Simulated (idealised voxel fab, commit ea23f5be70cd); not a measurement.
Process module, titled voxel air gaps
Section cut is 205 nm wide and gridded with 5 nm square cells.
Reading order for cross-sections: top band down to bottom band. Underlying form: a grid of square cells. Band size: one or more rows of cells. First you get the band's top height and its bottom height, in nm, and then the materials it's made of, left to right, with each width in nm. If you see a single material with "full width", that one covers the band edge to edge. "air" is empty space. Height reference: 0 = level under which incoming wafer is all one material. Lowest band: no bottom, runs on downward, e.g. "0..down". You'd read "30->40" like this: the band's top row of cells is as wide as the first number, its bottom row is as wide as the second, and going down, every row changes width by the same amount as the row before did. It should be understood that the words "remains unaltered", when stated for a given step, signify that the cross-section underwent no change in any of its cells during that step. If an empty space has no open way to the top and is at least 8 cells in size, "Voids, fully enclosed" lists it, written width x height at distance, where distance is measured from the left edge and every value is in nm. Anything after a step's settings on that line? It's the simulator's own note about the step. The "overlay nm" setting may appear on a step's line; for a step that uses a mask, it gives how far to the right of its planned position the mask lay, and a negative value indicates the left.
[Process steps - plan]
- 1: RECEIVE (material Si)
- 2: CONFORMAL_DEP (material SiO2; thk nm 10)
- 3: CONFORMAL_DEP (material SiCN; thk nm 5)
- 4: DIRECTIONAL_DEP (material SiO2; thk nm 30)
- 5: PATTERN (tone open; mask id LINES; material resist; width nm 20; pitch nm 45; thk nm 20; overlay nm 0)
- 6: DIRECTIONAL_ETCH (etch materials SiO2; depth nm 30)
- 7: STRIP (etch materials resist)
- 8: CONFORMAL_DEP (material TiN; thk nm 5)
- 9: FILL_DEP (material Cu; thk nm 10)
- 10: CMP (height nm 45)
- 11: EPI (material Ru; thk nm 10)
- 12: SELECTIVE_ETCH (etch materials SiO2; depth nm 40)
- 13: CONFORMAL_DEP (material SiCN; thk nm 5)
[So, the first of our two wafers, run just as we planned it]
[As-received state of the wafer in cross-section, equivalent to post-step 1]
  0..down | Si full width
  Voids, fully enclosed: none
[The following cross-section depicts the wafer upon completion of step 2]
  10..0 | SiO2 full width
  Note: structure below 0 unchanged.
[The following cross-section depicts the wafer upon completion of step 3]
  15..10 | SiCN full width
  Note: structure below 10 unchanged.
[The following cross-section depicts the wafer upon completion of step 4]
  45..15 | SiO2 full width
  Note: structure below 15 unchanged.
[The following cross-section depicts the wafer upon completion of step 5]
  65..45 | resist=45 / air=20 / resist=25 / air=20 / resist=25 / air=20 / resist=50
  Note: structure below 45 unchanged.
[The following cross-section depicts the wafer upon completion of step 6]
  65..45 | resist=45 / air=20 / resist=25 / air=20 / resist=25 / air=20 / resist=50
  45..15 | SiO2=45 / air=20 / SiO2=25 / air=20 / SiO2=25 / air=20 / SiO2=50
  Note: structure below 15 unchanged.
[The following cross-section depicts the wafer upon completion of step 7]
  45..15 | SiO2=45 / air=20 / SiO2=25 / air=20 / SiO2=25 / air=20 / SiO2=50
  Note: structure below 15 unchanged.
[The following cross-section depicts the wafer upon completion of step 8]
  50..45 | TiN=50 / air=10 / TiN=35 / air=10 / TiN=35 / air=10 / TiN=55
  45..20 | SiO2=45 / TiN=5 / air=10 / TiN=5 / SiO2=25 / TiN=5 / air=10 / TiN=5 / SiO2=25 / TiN=5 / air=10 / TiN=5 / SiO2=50
  20..15 | SiO2=45 / TiN=20 / SiO2=25 / TiN=20 / SiO2=25 / TiN=20 / SiO2=50
  Note: structure below 15 unchanged.
[The following cross-section depicts the wafer upon completion of step 9]
  60..50 | Cu full width
  50..45 | TiN=50 / Cu=10 / TiN=35 / Cu=10 / TiN=35 / Cu=10 / TiN=55
  45..20 | SiO2=45 / TiN=5 / Cu=10 / TiN=5 / SiO2=25 / TiN=5 / Cu=10 / TiN=5 / SiO2=25 / TiN=5 / Cu=10 / TiN=5 / SiO2=50
  Note: structure below 20 unchanged.
[The following cross-section depicts the wafer upon completion of step 10]
  45..20 | SiO2=45 / TiN=5 / Cu=10 / TiN=5 / SiO2=25 / TiN=5 / Cu=10 / TiN=5 / SiO2=25 / TiN=5 / Cu=10 / TiN=5 / SiO2=50
  Note: structure below 20 unchanged.
[The following cross-section depicts the wafer upon completion of step 11]
  55..45 | air=35 / Ru=40 / air=5 / Ru=40 / air=5 / Ru=40 / air=40
  Note: structure below 45 unchanged.
[The following cross-section depicts the wafer upon completion of step 12]
  55..45 | air=35 / Ru=40 / air=5 / Ru=40 / air=5 / Ru=40 / air=40
  45..20 | air=45 / TiN=5 / Cu=10 / TiN=5 / air=25 / TiN=5 / Cu=10 / TiN=5 / air=25 / TiN=5 / Cu=10 / TiN=5 / air=50
  20..15 | air=45 / TiN=20 / air=25 / TiN=20 / air=25 / TiN=20 / air=50
  Note: structure below 15 unchanged.
[The following cross-section depicts the wafer upon completion of step 13]
  60..55 | air=30 / SiCN=140 / air=35
  55..45 | air=30 / SiCN=5 / Ru=40 / SiCN=5 / Ru=40 / SiCN=5 / Ru=40 / SiCN=5 / air=35
  45..40 | air=30 / SiCN=15 / TiN=5 / Cu=10 / TiN=5 / SiCN=25 / TiN=5 / Cu=10 / TiN=5 / SiCN=25 / TiN=5 / Cu=10 / TiN=5 / SiCN=15 / air=35
  40..20 | air=40 / SiCN=5 / TiN=5 / Cu=10 / TiN=5 / SiCN=5 / air=15 / SiCN=5 / TiN=5 / Cu=10 / TiN=5 / SiCN=5 / air=15 / SiCN=5 / TiN=5 / Cu=10 / TiN=5 / SiCN=5 / air=45
  20..15 | SiCN=45 / TiN=20 / SiCN=25 / TiN=20 / SiCN=25 / TiN=20 / SiCN=50
  Note: structure below 15 unchanged.
  Voids, fully enclosed: 15 x 20 at 70; 15 x 20 at 115
[Okay, second wafer. Nothing different at the start, nothing different in the plan, just one mistake somewhere in the running. As far as step 4, counting that step, it's the first wafer all over again]
[Second wafer, section view, time point: scheduled end of step 5]
  65..45 | air=45 / resist=20 / air=25 / resist=20 / air=25 / resist=20 / air=50
  Note: structure below 45 unchanged.
[Second wafer, section view, time point: scheduled end of step 6]
  65..45 | air=45 / resist=20 / air=25 / resist=20 / air=25 / resist=20 / air=50
  45..15 | air=45 / SiO2=20 / air=25 / SiO2=20 / air=25 / SiO2=20 / air=50
  Note: structure below 15 unchanged.
[Second wafer, section view, time point: scheduled end of step 7]
  45..15 | air=45 / SiO2=20 / air=25 / SiO2=20 / air=25 / SiO2=20 / air=50
  Note: structure below 15 unchanged.
[Second wafer, section view, time point: scheduled end of step 8]
  50..45 | air=40 / TiN=30 / air=15 / TiN=30 / air=15 / TiN=30 / air=45
  45..20 | air=40 / TiN=5 / SiO2=20 / TiN=5 / air=15 / TiN=5 / SiO2=20 / TiN=5 / air=15 / TiN=5 / SiO2=20 / TiN=5 / air=45
  20..15 | TiN=45 / SiO2=20 / TiN=25 / SiO2=20 / TiN=25 / SiO2=20 / TiN=50
  Note: structure below 15 unchanged.
[Second wafer, section view, time point: scheduled end of step 9]
  60..50 | Cu full width
  50..45 | Cu=40 / TiN=30 / Cu=15 / TiN=30 / Cu=15 / TiN=30 / Cu=45
  45..20 | Cu=40 / TiN=5 / SiO2=20 / TiN=5 / Cu=15 / TiN=5 / SiO2=20 / TiN=5 / Cu=15 / TiN=5 / SiO2=20 / TiN=5 / Cu=45
  Note: structure below 20 unchanged.
[Second wafer, section view, time point: scheduled end of step 10]
  45..20 | Cu=40 / TiN=5 / SiO2=20 / TiN=5 / Cu=15 / TiN=5 / SiO2=20 / TiN=5 / Cu=15 / TiN=5 / SiO2=20 / TiN=5 / Cu=45
  Note: structure below 20 unchanged.
[Second wafer, section view, time point: scheduled end of step 11]
  55..45 | Ru full width
  Note: structure below 45 unchanged.
Second wafer, section view, time point: scheduled end of step 12: remains unaltered
[Second wafer, section view, time point: scheduled end of step 13]
  60..55 | SiCN full width
  Note: structure below 55 unchanged.
The plan and the run diverged here: step 5 ran as: PATTERN (tone cover; mask id LINES; material resist; width nm 20; pitch nm 45; thk nm 20; overlay nm 0)
Counted in cells at the end, the second wafer holds more or fewer of these materials than the first: +85 Cu, +34 Ru, -64 SiCN, +72 SiO2, +17 TiN
In the final state there are 2 closed voids in the first wafer, compared with 0 in the second wafer.
